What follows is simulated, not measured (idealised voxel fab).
Process module, titled voxel released beams
Cross-section cut: width 170 nm, square cells of 5 nm.
A cross-section is a grid of square cells, given in bands from the top down. A band is one or more rows of cells.
Heads up on the band format: heights come first, top then bottom, in nm. After that it's the materials left to right, each with its width in nm. A single material flagged "full width" fills the whole band edge to edge, and "empty" means there's empty space there.
Counting heights begins at 0, where everything beneath is, in the wafer as received, one material. The lowest band has no bottom; it goes on downwards, as "0 nm and below" shows.
Read "30->40" as a graded width: first number on top, second number at the bottom, same change between each pair of neighbouring rows.
Step note "nothing was modified" = no cross-section cell changed.
So "Closed void catalog" is basically the list of trapped voids: any empty space of 8 cells or more that can't reach the top through an opening. They're written width x height at distance, the distance being from the left edge, and it's all nm.
Whatever follows a step's settings on its line is a remark the simulator itself makes about that step.
"overlay nm" answers the question of how far to the right of plan the mask lay on a step that has a mask, and when it is negative the answer is to the left.
Layout of what follows: cross-section pairs, each bracketing one process step, the after cross-section shown only to the lowest band that changed, the step between and its settings noted under each pair. Pairs may originate in different runs of this module on the same starting wafer; a pair continues from the pair above only where its entry headed "Before the process" says so.
Before the process:
* 0 nm and below: Si full width
* Closed void catalog: none
After the Step:
* 10 nm to 0 nm: Al2O3 full width
* Below a height of 0, the structure has not been altered.
* Closed void catalog: none
Step taken after the before cross-section and before the after cross-section above: CONFORMAL_DEP | material Al2O3 | thk nm 10
Before the process: The prior state of this step coincides with the post-step cross-section of the pair just above.
After the Step:
* 30 nm to 10 nm: SiO2 full width
* Below a height of 10, the structure has not been altered.
* Closed void catalog: none
Step taken after the before cross-section and before the after cross-section above: DIRECTIONAL_DEP | material SiO2 | thk nm 20
Before the process: The prior state of this step coincides with the post-step cross-section of the pair just above.
After the Step:
* 50 nm to 30 nm: 50 resist  30 empty  90 resist
* Below a height of 30, the structure has not been altered.
* Closed void catalog: none
Step taken after the before cross-section and before the after cross-section above: PATTERN | tone open | mask id ANCHOR | material resist | width nm 30 | thk nm 20 | overlay nm 0
Before the process: The prior state of this step coincides with the post-step cross-section of the pair just above.
After the Step:
* 50 nm to 30 nm: 50 resist  30 empty  90 resist
* 30 nm to 10 nm: 50 SiO2  30 empty  90 SiO2
* Below a height of 10, the structure has not been altered.
* Closed void catalog: none
Step taken after the before cross-section and before the after cross-section above: DIRECTIONAL_ETCH | etch materials SiO2 | depth nm 20
Before the process: The prior state of this step coincides with the post-step cross-section of the pair just above.
After the Step:
* 30 nm to 10 nm: 50 SiO2  30 empty  90 SiO2
* Below a height of 10, the structure has not been altered.
* Closed void catalog: none
Step taken after the before cross-section and before the after cross-section above: STRIP | etch materials resist
Before the process: The prior state of this step coincides with the post-step cross-section of the pair just above.
After the Step:
* 40 nm to 30 nm: 60 W  10 empty  100 W
* 30 nm to 20 nm: 50 SiO2  10 W  10 empty  10 W  90 SiO2
* 20 nm to 10 nm: 50 SiO2  30 W  90 SiO2
* Below a height of 10, the structure has not been altered.
* Closed void catalog: none
Step taken after the before cross-section and before the after cross-section above: CONFORMAL_DEP | material W | thk nm 10
Before the process: The prior state of this step coincides with the post-step cross-section of the pair just above.
After the Step:
* 55 nm to 40 nm: 45 empty  75 resist  50 empty
* 40 nm to 30 nm: 60 W  10 resist  100 W
* 30 nm to 20 nm: 50 SiO2  10 W  10 resist  10 W  90 SiO2
* Below a height of 20, the structure has not been altered.
* Closed void catalog: none
Step taken after the before cross-section and before the after cross-section above: PATTERN | tone cover | mask id BEAM | material resist | width nm 75 | thk nm 15 | overlay nm 0
Before the process: The prior state of this step coincides with the post-step cross-section of the pair just above.
After the Step:
* 55 nm to 40 nm: 45 empty  75 resist  50 empty
* 40 nm to 30 nm: 45 empty  15 W  10 resist  50 W  50 empty
* Below a height of 30, the structure has not been altered.
* Closed void catalog: none
Step taken after the before cross-section and before the after cross-section above: DIRECTIONAL_ETCH | etch materials W | depth nm 10
Before the process: The prior state of this step coincides with the post-step cross-section of the pair just above.
After the Step:
* 40 nm to 30 nm: 45 empty  15 W  10 empty  50 W  50 empty
* 30 nm to 20 nm: 50 SiO2  10 W  10 empty  10 W  90 SiO2
* Below a height of 20, the structure has not been altered.
* Closed void catalog: none
Step taken after the before cross-section and before the after cross-section above: STRIP | etch materials resist
Before the process: The prior state of this step coincides with the post-step cross-section of the pair just above.
After the Step:
* 40 nm to 30 nm: 45 empty  15 W  10 empty  50 W  50 empty
* 30 nm to 20 nm: 50 empty  10 W  10 empty  10 W  90 empty
* 20 nm to 10 nm: 50 empty  30 W  90 empty
* Below a height of 10, the structure has not been altered.
* Closed void catalog: none
Step taken after the before cross-section and before the after cross-section above: STRIP | etch materials SiO2
Before the process:
* 0 nm and below: Si full width
* Closed void catalog: none
After the Step:
* 20 nm to 0 nm: SiO2 full width
* Below a height of 0, the structure has not been altered.
* Closed void catalog: none
Step taken after the before cross-section and before the after cross-section above: DIRECTIONAL_DEP | material SiO2 | thk nm 20
Before the process: The prior state of this step coincides with the post-step cross-section of the pair just above.
After the Step:
* 40 nm to 20 nm: 50 resist  30 empty  90 resist
* Below a height of 20, the structure has not been altered.
* Closed void catalog: none
Step taken after the before cross-section and before the after cross-section above: PATTERN | tone open | mask id ANCHOR | material resist | width nm 30 | thk nm 20 | overlay nm 0
Before the process: The prior state of this step coincides with the post-step cross-section of the pair just above.
After the Step:
* 40 nm to 20 nm: 50 resist  30 empty  90 resist
* 20 nm to 0 nm: 50 SiO2  30 empty  90 SiO2
* Below a height of 0, the structure has not been altered.
* Closed void catalog: none
Step taken after the before cross-section and before the after cross-section above: DIRECTIONAL_ETCH | etch materials SiO2 | depth nm 20
Before the process: The prior state of this step coincides with the post-step cross-section of the pair just above.
After the Step:
* 20 nm to 0 nm: 50 SiO2  30 empty  90 SiO2
* Below a height of 0, the structure has not been altered.
* Closed void catalog: none
Step taken after the before cross-section and before the after cross-section above: STRIP | etch materials resist
Before the process: The prior state of this step coincides with the post-step cross-section of the pair just above.
After the Step:
* 30 nm to 20 nm: 60 W  10 empty  100 W
* 20 nm to 10 nm: 50 SiO2  10 W  10 empty  10 W  90 SiO2
* 10 nm to 0 nm: 50 SiO2  30 W  90 SiO2
* Below a height of 0, the structure has not been altered.
* Closed void catalog: none
Step taken after the before cross-section and before the after cross-section above: CONFORMAL_DEP | material W | thk nm 10
Before the process: The prior state of this step coincides with the post-step cross-section of the pair just above.
After the Step:
* 45 nm to 30 nm: 45 empty  75 resist  50 empty
* 30 nm to 20 nm: 60 W  10 resist  100 W
* 20 nm to 10 nm: 50 SiO2  10 W  10 resist  10 W  90 SiO2
* Below a height of 10, the structure has not been altered.
* Closed void catalog: none
Step taken after the before cross-section and before the after cross-section above: PATTERN | tone cover | mask id BEAM | material resist | width nm 75 | thk nm 15 | overlay nm 0
Before the process: The prior state of this step coincides with the post-step cross-section of the pair just above.
After the Step:
* 45 nm to 30 nm: 45 empty  75 resist  50 empty
* 30 nm to 20 nm: 45 empty  15 W  10 resist  50 W  50 empty
* Below a height of 20, the structure has not been altered.
* Closed void catalog: none
Step taken after the before cross-section and before the after cross-section above: DIRECTIONAL_ETCH | etch materials W | depth nm 10
Before the process: The prior state of this step coincides with the post-step cross-section of the pair just above.
After the Step:
* 30 nm to 20 nm: 45 empty  15 W  10 empty  50 W  50 empty
* 20 nm to 10 nm: 50 SiO2  10 W  10 empty  10 W  90 SiO2
* Below a height of 10, the structure has not been altered.
* Closed void catalog: none
Step taken after the before cross-section and before the after cross-section above: STRIP | etch materials resist
Before the process: The prior state of this step coincides with the post-step cross-section of the pair just above.
After the Step:
* 30 nm to 20 nm: 45 empty  15 W  10 empty  50 W  50 empty
* 20 nm to 10 nm: 50 empty  10 W  10 empty  10 W  90 empty
* 10 nm to 0 nm: 50 empty  30 W  90 empty
* Below a height of 0, the structure has not been altered.
* Closed void catalog: none
Step taken after the before cross-section and before the after cross-section above: STRIP | etch materials SiO2
Before the process:
* 20 nm to 0 nm: SiO2 full width
* 0 nm and below: Si full width
* Closed void catalog: none
After the Step:
* 30 nm to 20 nm: Al2O3 full width
* Below a height of 20, the structure has not been altered.
* Closed void catalog: none
Step taken after the before cross-section and before the after cross-section above: CONFORMAL_DEP | material Al2O3 | thk nm 10
Before the process: The prior state of this step coincides with the post-step cross-section of the pair just above.
After the Step:
* 50 nm to 30 nm: 50 resist  30 empty  90 resist
* Below a height of 30, the structure has not been altered.
* Closed void catalog: none
Step taken after the before cross-section and before the after cross-section above: PATTERN | tone open | mask id ANCHOR | material resist | width nm 30 | thk nm 20 | overlay nm 0
Before the process: The prior state of this step coincides with the post-step cross-section of the pair just above.
After the Step:
* 30 nm to 20 nm: Al2O3 full width
* Below a height of 20, the structure has not been altered.
* Closed void catalog: none
Step taken after the before cross-section and before the after cross-section above: STRIP | etch materials resist
Before the process: The prior state of this step coincides with the post-step cross-section of the pair just above.
After the Step:
* 40 nm to 30 nm: W full width
* Below a height of 30, the structure has not been altered.
* Closed void catalog: none
Step taken after the before cross-section and before the after cross-section above: CONFORMAL_DEP | material W | thk nm 10
Before the process: The prior state of this step coincides with the post-step cross-section of the pair just above.
After the Step:
* 55 nm to 40 nm: 45 empty  75 resist  50 empty
* Below a height of 40, the structure has not been altered.
* Closed void catalog: none
Step taken after the before cross-section and before the after cross-section above: PATTERN | tone cover | mask id BEAM | material resist | width nm 75 | thk nm 15 | overlay nm 0
Before the process: The prior state of this step coincides with the post-step cross-section of the pair just above.
After the Step:
* 55 nm to 40 nm: 45 empty  75 resist  50 empty
* 40 nm to 30 nm: 45 empty  75 W  50 empty
* Below a height of 30, the structure has not been altered.
* Closed void catalog: none
Step taken after the before cross-section and before the after cross-section above: DIRECTIONAL_ETCH | etch materials W | depth nm 10
Before the process: The prior state of this step coincides with the post-step cross-section of the pair just above.
After the Step:
* 40 nm to 30 nm: 45 empty  75 W  50 empty
* Below a height of 30, the structure has not been altered.
* Closed void catalog: none
Step taken after the before cross-section and before the after cross-section above: STRIP | etch materials resist
Before the process:
* 55 nm to 40 nm: 45 empty  75 resist  50 empty
* 40 nm to 30 nm: 60 W  10 resist  100 W
* 30 nm to 20 nm: 50 SiO2  10 W  10 resist  10 W  90 SiO2
* 20 nm to 10 nm: 50 SiO2  30 W  90 SiO2
* 10 nm to 0 nm: Al2O3 full width
* 0 nm and below: Si full width
* Closed void catalog: none
After the Step:
* 55 nm to 40 nm: 45 empty  75 resist  50 empty
* 40 nm to 35 nm: 45 empty  15 W  10 resist  50 W  50 empty
* Below a height of 35, the structure has not been altered.
* Closed void catalog: none
Step taken after the before cross-section and before the after cross-section above: DIRECTIONAL_ETCH | etch materials W | depth nm 5
Before the process: The prior state of this step coincides with the post-step cross-section of the pair just above.
After the Step:
* 40 nm to 35 nm: 45 empty  15 W  10 empty  50 W  50 empty
* 35 nm to 30 nm: 60 W  10 empty  100 W
* 30 nm to 20 nm: 50 SiO2  10 W  10 empty  10 W  90 SiO2
* Below a height of 20, the structure has not been altered.
* Closed void catalog: none
Step taken after the before cross-section and before the after cross-section above: STRIP | etch materials resist
Before the process:
* 40 nm to 30 nm: 60 W  10 empty  100 W
* 30 nm to 20 nm: 50 SiO2  10 W  10 empty  10 W  90 SiO2
* 20 nm to 10 nm: 50 SiO2  30 W  90 SiO2
* 10 nm to 0 nm: Al2O3 full width
* 0 nm and below: Si full width
* Closed void catalog: none
After the Step:
* 55 nm to 40 nm: 40 empty  85 resist  45 empty
* 40 nm to 30 nm: 60 W  10 resist  100 W
* 30 nm to 20 nm: 50 SiO2  10 W  10 resist  10 W  90 SiO2
* Below a height of 20, the structure has not been altered.
* Closed void catalog: none
Step taken after the before cross-section and before the after cross-section above: PATTERN | tone cover | mask id BEAM | material resist | width nm 85 | thk nm 15 | overlay nm 0
Before the process: The prior state of this step coincides with the post-step cross-section of the pair just above.
After the Step:
* 55 nm to 40 nm: 40 empty  85 resist  45 empty
* 40 nm to 30 nm: 40 empty  20 W  10 resist  55 W  45 empty
* Below a height of 30, the structure has not been altered.
* Closed void catalog: none
Step taken after the before cross-section and before the after cross-section above: DIRECTIONAL_ETCH | etch materials W | depth nm 10
Before the process: The prior state of this step coincides with the post-step cross-section of the pair just above.
After the Step:
* 40 nm to 30 nm: 40 empty  20 W  10 empty  55 W  45 empty
* 30 nm to 20 nm: 50 SiO2  10 W  10 empty  10 W  90 SiO2
* Below a height of 20, the structure has not been altered.
* Closed void catalog: none
Step taken after the before cross-section and before the after cross-section above: STRIP | etch materials resist
Before the process: The prior state of this step coincides with the post-step cross-section of the pair just above.
After the Step:
* 40 nm to 30 nm: 40 empty  20 W  10 empty  55 W  45 empty
* 30 nm to 20 nm: 50 empty  10 W  10 empty  10 W  90 empty
* 20 nm to 10 nm: 50 empty  30 W  90 empty
* Below a height of 10, the structure has not been altered.
* Closed void catalog: none
Step taken after the before cross-section and before the after cross-section above: STRIP | etch materials SiO2
Before the process:
* 40 nm to 30 nm: 60 W  10 empty  100 W
* 30 nm to 20 nm: 50 SiO2  10 W  10 empty  10 W  90 SiO2
* 20 nm to 10 nm: 50 SiO2  30 W  90 SiO2
* 10 nm to 0 nm: Al2O3 full width
* 0 nm and below: Si full width
* Closed void catalog: none
After the Step:
* 55 nm to 40 nm: 55 empty  75 resist  40 empty
* 40 nm to 30 nm: 60 W  10 resist  100 W
* 30 nm to 20 nm: 50 SiO2  10 W  10 resist  10 W  90 SiO2
* Below a height of 20, the structure has not been altered.
* Closed void catalog: none
Step taken after the before cross-section and before the after cross-section above: PATTERN | tone cover | mask id BEAM | material resist | width nm 75 | thk nm 15 | overlay nm 10
Before the process: The prior state of this step coincides with the post-step cross-section of the pair just above.
After the Step:
* 55 nm to 40 nm: 55 empty  75 resist  40 empty
* 40 nm to 30 nm: 55 empty  5 W  10 resist  60 W  40 empty
* Below a height of 30, the structure has not been altered.
* Closed void catalog: none
Step taken after the before cross-section and before the after cross-section above: DIRECTIONAL_ETCH | etch materials W | depth nm 10
Before the process: The prior state of this step coincides with the post-step cross-section of the pair just above.
After the Step:
* 40 nm to 30 nm: 55 empty  5 W  10 empty  60 W  40 empty
* 30 nm to 20 nm: 50 SiO2  10 W  10 empty  10 W  90 SiO2
* Below a height of 20, the structure has not been altered.
* Closed void catalog: none
Step taken after the before cross-section and before the after cross-section above: STRIP | etch materials resist
Before the process: The prior state of this step coincides with the post-step cross-section of the pair just above.
After the Step:
* 40 nm to 30 nm: 55 empty  5 W  10 empty  60 W  40 empty
* 30 nm to 20 nm: 50 empty  10 W  10 empty  10 W  90 empty
* 20 nm to 10 nm: 50 empty  30 W  90 empty
* Below a height of 10, the structure has not been altered.
* Closed void catalog: none
Step taken after the before cross-section and before the after cross-section above: STRIP | etch materials SiO2
Before the process:
* 10 nm to 0 nm: Al2O3 full width
* 0 nm and below: Si full width
* Closed void catalog: none
After the Step:
* 30 nm to 10 nm: W full width
* Below a height of 10, the structure has not been altered.
* Closed void catalog: none
Step taken after the before cross-section and before the after cross-section above: DIRECTIONAL_DEP | material W | thk nm 20
Before the process: The prior state of this step coincides with the post-step cross-section of the pair just above.
After the Step:
* 50 nm to 30 nm: 50 resist  30 empty  90 resist
* Below a height of 30, the structure has not been altered.
* Closed void catalog: none
Step taken after the before cross-section and before the after cross-section above: PATTERN | tone open | mask id ANCHOR | material resist | width nm 30 | thk nm 20 | overlay nm 0
Before the process: The prior state of this step coincides with the post-step cross-section of the pair just above.
After the Step:
* 30 nm to 10 nm: W full width
* Below a height of 10, the structure has not been altered.
* Closed void catalog: none
Step taken after the before cross-section and before the after cross-section above: STRIP | etch materials resist
Before the process: The prior state of this step coincides with the post-step cross-section of the pair just above.
After the Step:
* 40 nm to 10 nm: W full width
* Below a height of 10, the structure has not been altered.
* Closed void catalog: none
Step taken after the before cross-section and before the after cross-section above: CONFORMAL_DEP | material W | thk nm 10
Before the process: The prior state of this step coincides with the post-step cross-section of the pair just above.
After the Step:
* 55 nm to 40 nm: 45 empty  75 resist  50 empty
* Below a height of 40, the structure has not been altered.
* Closed void catalog: none
Step taken after the before cross-section and before the after cross-section above: PATTERN | tone cover | mask id BEAM | material resist | width nm 75 | thk nm 15 | overlay nm 0
Before the process: The prior state of this step coincides with the post-step cross-section of the pair just above.
After the Step:
* 55 nm to 40 nm: 45 empty  75 resist  50 empty
* 40 nm to 30 nm: 45 empty  75 W  50 empty
* Below a height of 30, the structure has not been altered.
* Closed void catalog: none
Step taken after the before cross-section and before the after cross-section above: DIRECTIONAL_ETCH | etch materials W | depth nm 10
Before the process: The prior state of this step coincides with the post-step cross-section of the pair just above.
After the Step:
* 40 nm to 30 nm: 45 empty  75 W  50 empty
* Below a height of 30, the structure has not been altered.
* Closed void catalog: none
Step taken after the before cross-section and before the after cross-section above: STRIP | etch materials resist
Before the process:
* 30 nm to 10 nm: SiO2 full width
* 10 nm to 0 nm: Al2O3 full width
* 0 nm and below: Si full width
* Closed void catalog: none
After the Step:
* 50 nm to 30 nm: 50 empty  30 resist  90 empty
* Below a height of 30, the structure has not been altered.
* Closed void catalog: none
Step taken after the before cross-section and before the after cross-section above: PATTERN | tone cover | mask id ANCHOR | material resist | width nm 30 | thk nm 20 | overlay nm 0
Before the process: The prior state of this step coincides with the post-step cross-section of the pair just above.
After the Step:
* 50 nm to 30 nm: 50 empty  30 resist  90 empty
* 30 nm to 10 nm: 50 empty  30 SiO2  90 empty
* Below a height of 10, the structure has not been altered.
* Closed void catalog: none
Step taken after the before cross-section and before the after cross-section above: DIRECTIONAL_ETCH | etch materials SiO2 | depth nm 20
Before the process: The prior state of this step coincides with the post-step cross-section of the pair just above.
After the Step:
* 30 nm to 10 nm: 50 empty  30 SiO2  90 empty
* Below a height of 10, the structure has not been altered.
* Closed void catalog: none
Step taken after the before cross-section and before the after cross-section above: STRIP | etch materials resist
Before the process: The prior state of this step coincides with the post-step cross-section of the pair just above.
After the Step:
* 40 nm to 30 nm: 40 empty  50 W  80 empty
* 30 nm to 20 nm: 40 empty  10 W  30 SiO2  10 W  80 empty
* 20 nm to 10 nm: 50 W  30 SiO2  90 W
* Below a height of 10, the structure has not been altered.
* Closed void catalog: none
Step taken after the before cross-section and before the after cross-section above: CONFORMAL_DEP | material W | thk nm 10
Before the process: The prior state of this step coincides with the post-step cross-section of the pair just above.
After the Step:
* 55 nm to 40 nm: 45 empty  75 resist  50 empty
* 40 nm to 30 nm: 40 empty  50 W  30 resist  50 empty
* 30 nm to 20 nm: 40 empty  10 W  30 SiO2  10 W  30 resist  50 empty
* Below a height of 20, the structure has not been altered.
* Closed void catalog: none
Step taken after the before cross-section and before the after cross-section above: PATTERN | tone cover | mask id BEAM | material resist | width nm 75 | thk nm 15 | overlay nm 0
Before the process: The prior state of this step coincides with the post-step cross-section of the pair just above.
After the Step:
* 55 nm to 40 nm: 45 empty  75 resist  50 empty
* 40 nm to 30 nm: 45 empty  45 W  30 resist  50 empty
* 30 nm to 20 nm: 40 empty  10 W  30 SiO2  10 W  30 resist  50 empty
* 20 nm to 10 nm: 40 empty  10 W  30 SiO2  40 W  50 empty
* Below a height of 10, the structure has not been altered.
* Closed void catalog: none
Step taken after the before cross-section and before the after cross-section above: DIRECTIONAL_ETCH | etch materials W | depth nm 10
Before the process: The prior state of this step coincides with the post-step cross-section of the pair just above.
After the Step:
* 40 nm to 30 nm: 45 empty  45 W  80 empty
* 30 nm to 20 nm: 40 empty  10 W  30 SiO2  10 W  80 empty
* Below a height of 20, the structure has not been altered.
* Closed void catalog: none
Step taken after the before cross-section and before the after cross-section above: STRIP | etch materials resist
